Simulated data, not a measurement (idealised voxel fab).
Module name: voxel self aligned contacts (process module)
This is section cut - it's 215 nm across, gridded in 5 nm square cells.
In what follows, cross-sections appear as grids of square cells, described through bands that run from the top down, where every band is one or more rows of cells.
Look at the band entry: it leads with the top's height and the bottom's height in nm. Then it lists the materials left to right, with a width in nm for each. The word "throughout" on a single material says that material fills the band edge to edge. The word "blank" is empty space.
Heights are measured from 0, the level below which the as-received wafer is all one material; the lowest band has no bottom and continues downward, written as in "0 -> down".
The notation "30..40" denotes a width that varies across the rows of cells in the band, beginning at the first number in the top row, finishing at the second number in the bottom row, and changing by an identical amount from each row to the next.
"nothing got changed", as given for a step, is the statement that not any cell of the cross-section underwent a change during that step.
Voids not open to the top, 8 cells minimum: see "Closed cavities". Written width x height at distance; distance is from the left edge; nm.
Text after the settings on a step's line: the simulator's own remark on that step.
The setting "overlay nm" may be written on the line of a step. When the step uses a mask, the value reports how far to the right of the planned place the mask lay, and a negative value reports that it lay to the left.

## Intended process steps
step 1: RECEIVE: material Si
step 2: OXIDIZE: depth nm 5
step 3: DIRECTIONAL_DEP: material polySi, thk nm 20
step 4: DIRECTIONAL_DEP: material SiN, thk nm 15
step 5: DIRECTIONAL_DEP: material aC, thk nm 15
step 6: PATTERN: tone cover, mask id GATE, material resist, width nm 30, pitch nm 65, thk nm 30, overlay nm 0
step 7: DIRECTIONAL_ETCH: etch materials aC, depth nm 15
step 8: STRIP: etch materials resist
step 9: DIRECTIONAL_ETCH: etch materials SiN, depth nm 15
step 10: DIRECTIONAL_ETCH: etch materials polySi, depth nm 20
step 11: STRIP: etch materials aC
step 12: CONFORMAL_DEP: material SiN, thk nm 5
step 13: DIRECTIONAL_ETCH: etch materials SiN, depth nm 5
step 14: FILL_DEP: material SiO2, thk nm 15
step 15: CMP: height nm 45
step 16: DIRECTIONAL_DEP: material aC, thk nm 10
step 17: PATTERN: tone open, mask id CONTACT, material resist, width nm 45, pitch nm 65, thk nm 25, overlay nm 0
step 18: DIRECTIONAL_ETCH: etch materials aC, depth nm 10
step 19: STRIP: etch materials resist
step 20: DIRECTIONAL_ETCH: etch materials SiO2, depth nm 50
step 21: STRIP: etch materials aC
step 22: CONFORMAL_DEP: material TiN, thk nm 5
step 23: FILL_DEP: material W, thk nm 5
step 24: CMP: height nm 45
step 25: CONFORMAL_DEP: material SiN, thk nm 5

## So this is the incoming wafer in cross-section - it's already been through step 1
	0 -> down | Si throughout
	Closed cavities: none

## First of two wafers: cross-section at end of module, run per plan
	50 -> 45 | SiN throughout
	45 -> 35 | SiO2 50; TiN 5..15; W 35..15; TiN 5..15; SiO2 20; TiN 5..15; W 35..15; TiN 5..15; SiO2 55
	35 -> 20 | SiO2 20; SiN 40; TiN 5; W 15; TiN 5; SiN 40; TiN 5; W 15; TiN 5; SiN 40; SiO2 25
	20 -> 0 | SiO2 20; SiN 5; polySi 30; SiN 5; TiN 5; W 15; TiN 5; SiN 5; polySi 30; SiN 5; TiN 5; W 15; TiN 5; SiN 5; polySi 30; SiN 5; SiO2 25
	0 -> -5 | SiO2 60; TiN 25; SiO2 40; TiN 25; SiO2 65
	-5 -> down | Si throughout
	Closed cavities: none

## The second wafer, shown in cross-section after the module: started the same way as the first and given the same plan, yet one mistake crept into how it was run
	50 -> 45 | SiN throughout
	45 -> 35 | SiO2 50; TiN 5..15; W 35..15; TiN 5..15; SiO2 20; TiN 5..15; W 35..15; TiN 5..15; SiO2 55
	35 -> 20 | SiO2 20; SiN 5; polySi 30; SiN 5; TiN 5; W 15; TiN 5; SiN 5; polySi 30; SiN 5; TiN 5; W 15; TiN 5; SiN 5; polySi 30; SiN 5; SiO2 25
	20 -> 15 | SiO2 20; SiN 5; polySi 30; SiN 5; TiN 25; SiN 5; polySi 30; SiN 5; TiN 25; SiN 5; polySi 30; SiN 5; SiO2 25
	15 -> 0 | SiN throughout
	0 -> -5 | SiO2 throughout
	-5 -> down | Si throughout
	Closed cavities: none
Deviation noted in wafer processing: mixed up steps 3 and 4 - ran each in the other's place
Final wafer comparison in cells, second versus first, more or fewer per material: +57 SiN | -17 SiO2 | -16 TiN | -24 W
